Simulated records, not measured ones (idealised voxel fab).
process module | voxel self aligned vias
cross-section cut | 205 nm wide | cells 5 nm
A cross-section is a grid of square cells, given in bands from the top down. A band is one or more rows of cells.
Each band's line starts with the height of the band's top and of its bottom, in nm. Then come its materials from left to right, each with its width in nm. One material with "throughout" fills the band from edge to edge. "air" is empty space.
Height 0 is the level under which the wafer as received is all one material. The lowest band goes on downwards, as in "0 down".
A width such as "30 to 40" changes by the same amount from each row of cells to the next, from the band's top row to its bottom row.
"no change" after a step means that no cell of the cross-section changed.
closed voids: empty space of 8 cells or more with no open way to the top, each as width x height at its distance from the left edge, in nm
after a step's settings: what the simulator itself notes on the step
overlay nm, on a step with a mask: how far to the right of its planned place the mask lay; to the left if negative
plan
1 op RECEIVE | material Si
2 op CONFORMAL_DEP | material SiO2 | thk nm 10
3 op CONFORMAL_DEP | material SiCN | thk nm 5
4 op DIRECTIONAL_DEP | material lowk | thk nm 30
5 op DIRECTIONAL_DEP | material aC | thk nm 10
6 op PATTERN | tone open | mask id LINES | material resist | width nm 25 | pitch nm 60 | thk nm 25 | overlay nm 0
7 op DIRECTIONAL_ETCH | etch materials aC | depth nm 10
8 op STRIP | etch materials resist
9 op DIRECTIONAL_ETCH | etch materials lowk | depth nm 30
10 op STRIP | etch materials aC
11 op CONFORMAL_DEP | material TiN | thk nm 5
12 op FILL_DEP | material W | thk nm 5
13 op CMP | height nm 45
14 op SELECTIVE_ETCH | etch materials W Ru TiN | depth nm 10
15 op FILL_DEP | material SiN | thk nm 10
16 op CMP | height nm 45
17 op DIRECTIONAL_DEP | material lowk | thk nm 15
18 op PATTERN | tone open | mask id VIAS | material resist | width nm 45 | pitch nm 60 | thk nm 15 | overlay nm 0
19 op DIRECTIONAL_ETCH | etch materials lowk | depth nm 15
20 op DIRECTIONAL_ETCH | etch materials SiN | depth nm 10
21 op STRIP | etch materials resist
22 op CONFORMAL_DEP | material TiN | thk nm 5
23 op FILL_DEP | material Ru | thk nm 10
24 op CMP | height nm 60
25 op CONFORMAL_DEP | material SiN | thk nm 5
first wafer, as planned
as received, after step 1
  0 down: Si throughout
  closed voids: none
after step 2
  10 to 0: SiO2 throughout
  below 0: unchanged
after step 3
  15 to 10: SiCN throughout
  below 10: unchanged
after step 4
  45 to 15: lowk throughout
  below 15: unchanged
after step 5
  55 to 45: aC throughout
  below 45: unchanged
after step 6
  80 to 55: resist 60 | air 25 | resist 35 | air 25 | resist 60
  below 55: unchanged
after step 7
  70 to 55: resist 60 | air 25 | resist 35 | air 25 | resist 60
  55 to 45: aC 60 | air 25 | aC 35 | air 25 | aC 60
  below 45: unchanged
after step 8
  55 to 45: aC 60 | air 25 | aC 35 | air 25 | aC 60
  below 45: unchanged
after step 9
  55 to 45: aC 60 | air 25 | aC 35 | air 25 | aC 60
  45 to 15: lowk 60 | air 25 | lowk 35 | air 25 | lowk 60
  below 15: unchanged
after step 10
  45 to 15: lowk 60 | air 25 | lowk 35 | air 25 | lowk 60
  below 15: unchanged
after step 11
  50 to 45: TiN 65 | air 15 | TiN 45 | air 15 | TiN 65
  45 to 20: lowk 60 | TiN 5 | air 15 | TiN 5 | lowk 35 | TiN 5 | air 15 | TiN 5 | lowk 60
  20 to 15: lowk 60 | TiN 25 | lowk 35 | TiN 25 | lowk 60
  below 15: unchanged
after step 12
  55 to 50: W throughout
  50 to 45: TiN 65 | W 15 | TiN 45 | W 15 | TiN 65
  45 to 20: lowk 60 | TiN 5 | W 15 | TiN 5 | lowk 35 | TiN 5 | W 15 | TiN 5 | lowk 60
  below 20: unchanged
after step 13
  45 to 20: lowk 60 | TiN 5 | W 15 | TiN 5 | lowk 35 | TiN 5 | W 15 | TiN 5 | lowk 60
  below 20: unchanged
after step 14
  45 to 35: lowk 60 | air 25 | lowk 35 | air 25 | lowk 60
  below 35: unchanged
after step 15
  55 to 45: SiN throughout
  45 to 35: lowk 60 | SiN 25 | lowk 35 | SiN 25 | lowk 60
  below 35: unchanged
after step 16
  45 to 35: lowk 60 | SiN 25 | lowk 35 | SiN 25 | lowk 60
  below 35: unchanged
after step 17
  60 to 45: lowk throughout
  below 45: unchanged
after step 18
  75 to 60: resist 50 | air 45 | resist 15 | air 45 | resist 50
  below 60: unchanged
after step 19
  75 to 60: resist 50 | air 45 | resist 15 | air 45 | resist 50
  60 to 45: lowk 50 | air 45 | lowk 15 | air 45 | lowk 50
  below 45: unchanged
after step 20
  75 to 60: resist 50 | air 45 | resist 15 | air 45 | resist 50
  60 to 45: lowk 50 | air 45 | lowk 15 | air 45 | lowk 50
  45 to 35: lowk 60 | air 25 | lowk 35 | air 25 | lowk 60
  below 35: unchanged
after step 21
  60 to 45: lowk 50 | air 45 | lowk 15 | air 45 | lowk 50
  below 45: unchanged
after step 22
  65 to 60: TiN 55 | air 35 | TiN 25 | air 35 | TiN 55
  60 to 50: lowk 50 | TiN 5 | air 35 | TiN 5 | lowk 15 | TiN 5 | air 35 | TiN 5 | lowk 50
  50 to 40: lowk 50 to 60 | TiN 15 to 5 | air 15 | TiN 15 to 5 | lowk 15 to 35 | TiN 15 to 5 | air 15 | TiN 15 to 5 | lowk 50 to 60
  40 to 35: lowk 60 | TiN 25 | lowk 35 | TiN 25 | lowk 60
  below 35: unchanged
after step 23
  75 to 65: Ru throughout
  65 to 60: TiN 55 | Ru 35 | TiN 25 | Ru 35 | TiN 55
  60 to 50: lowk 50 | TiN 5 | Ru 35 | TiN 5 | lowk 15 | TiN 5 | Ru 35 | TiN 5 | lowk 50
  50 to 40: lowk 50 to 60 | TiN 15 to 5 | Ru 15 | TiN 15 to 5 | lowk 15 to 35 | TiN 15 to 5 | Ru 15 | TiN 15 to 5 | lowk 50 to 60
  below 40: unchanged
after step 24
  60 to 50: lowk 50 | TiN 5 | Ru 35 | TiN 5 | lowk 15 | TiN 5 | Ru 35 | TiN 5 | lowk 50
  below 50: unchanged
after step 25
  65 to 60: SiN throughout
  below 60: unchanged
second wafer: like start, like plan, one mistake. Through step 17 it matches the first wafer
when step 18 should have ended
  75 to 60: resist 40 | air 45 | resist 15 | air 45 | resist 60
  below 60: unchanged
when step 19 should have ended
  75 to 60: resist 40 | air 45 | resist 15 | air 45 | resist 60
  60 to 45: lowk 40 | air 45 | lowk 15 | air 45 | lowk 60
  below 45: unchanged
when step 20 should have ended
  75 to 60: resist 40 | air 45 | resist 15 | air 45 | resist 60
  60 to 45: lowk 40 | air 45 | lowk 15 | air 45 | lowk 60
  45 to 35: lowk 60 | air 25 | lowk 35 | air 25 | lowk 60
  below 35: unchanged
when step 21 should have ended
  60 to 45: lowk 40 | air 45 | lowk 15 | air 45 | lowk 60
  below 45: unchanged
when step 22 should have ended
  65 to 60: TiN 45 | air 35 | TiN 25 | air 35 | TiN 65
  60 to 50: lowk 40 | TiN 5 | air 35 | TiN 5 | lowk 15 | TiN 5 | air 35 | TiN 5 | lowk 60
  50 to 40: lowk 40 to 60 | TiN 25 to 5 | air 15 | TiN 5 | lowk 15 to 35 | TiN 25 to 5 | air 15 | TiN 5 | lowk 60
  40 to 35: lowk 60 | TiN 25 | lowk 35 | TiN 25 | lowk 60
  below 35: unchanged
when step 23 should have ended
  75 to 65: Ru throughout
  65 to 60: TiN 45 | Ru 35 | TiN 25 | Ru 35 | TiN 65
  60 to 50: lowk 40 | TiN 5 | Ru 35 | TiN 5 | lowk 15 | TiN 5 | Ru 35 | TiN 5 | lowk 60
  50 to 40: lowk 40 to 60 | TiN 25 to 5 | Ru 15 | TiN 5 | lowk 15 to 35 | TiN 25 to 5 | Ru 15 | TiN 5 | lowk 60
  below 40: unchanged
when step 24 should have ended
  60 to 50: lowk 40 | TiN 5 | Ru 35 | TiN 5 | lowk 15 | TiN 5 | Ru 35 | TiN 5 | lowk 60
  below 50: unchanged
when step 25 should have ended
  65 to 60: SiN throughout
  below 60: unchanged
what went wrong: step 18 ran as: op PATTERN | tone open | mask id VIAS | material resist | width nm 45 | pitch nm 60 | thk nm 15 | overlay nm -10
at the end the second wafer has, in cells: as many of each material as the first, in other places
